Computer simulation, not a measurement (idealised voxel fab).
process module | voxel quadruple lines
Pictured: cross-section cut, 250 nm wide, on a grid of 5 nm square cells.
Throughout this document, each cross-section is represented as a grid of square cells and is presented as a sequence of bands enumerated from the top downward, where a band comprises one or more rows of cells. Top height, bottom height, nm. Materials left to right, width each, nm. Single material + "everywhere" = fills band edge to edge. "blank" = empty. Convention: height 0 is the level below which the wafer, as received, is all one material. The lowest band does not terminate at the bottom but continues downward, represented as "z 0 and below". The width entry "30..40" should be interpreted row by row: the top row of cells in the band takes the first number, the bottom row takes the second number, and the change between adjacent rows is uniform throughout. When a step is marked "remained unchanged", none of the cells in the cross-section changed during that step. What "Cavities, sealed" gives you is every empty space of 8 cells or more that is cut off from the top. Each appears as width x height at distance, with the distance taken from the left edge and width, height and distance all in nm. On a step's line, text after the settings is the simulator commenting on that step. overlay nm: on a step with a mask, how far right of its planned place the mask lay; negative means left.
THESE ARE THE STEPS WE PLANNED FOR THE PROCESS
1 RECEIVE: material Si
2 CONFORMAL_DEP: material SiO2, thk nm 5
3 DIRECTIONAL_DEP: material W, thk nm 10
4 DIRECTIONAL_DEP: material polySi, thk nm 20
5 DIRECTIONAL_DEP: material aC, thk nm 25
6 PATTERN: tone cover, mask id MANDREL, material resist, width nm 30, pitch nm 80, thk nm 30, overlay nm 0
7 DIRECTIONAL_ETCH: etch materials aC, depth nm 25
8 STRIP: etch materials resist
9 CONFORMAL_DEP: material SiO2, thk nm 10
10 DIRECTIONAL_ETCH: etch materials SiO2, depth nm 10
11 STRIP: etch materials aC
12 DIRECTIONAL_ETCH: etch materials polySi, depth nm 20
13 STRIP: etch materials SiO2
14 CONFORMAL_DEP: material SiCN, thk nm 10
15 DIRECTIONAL_ETCH: etch materials SiCN, depth nm 10
16 STRIP: etch materials polySi
17 DIRECTIONAL_ETCH: etch materials W, depth nm 10
18 STRIP: etch materials SiCN
19 FILL_DEP: material lowk, thk nm 5
20 CMP: height nm 15
CROSS-SECTION, INCOMING MATERIAL, AFTER STEP 1
- z 0 and below | Si everywhere
- Cavities, sealed: none
FIGURE: CROSS-SECTIONAL VIEW OF THE WAFER UPON COMPLETION OF THE MODULE, PROCESSED FROM THE INITIAL STATE AND ACCORDING TO THE PLAN DEPICTED ABOVE, WITH ONE ERROR INTRODUCED DURING EXECUTION
- z 15 to 5 | polySi everywhere
- z 5 to 0 | SiO2 everywhere
- z 0 and below | Si everywhere
- Cavities, sealed: none
The mistake made against the process plan was this: the intended sequence of steps 3 and 4 was reversed during processing, with each occupying the position of the other
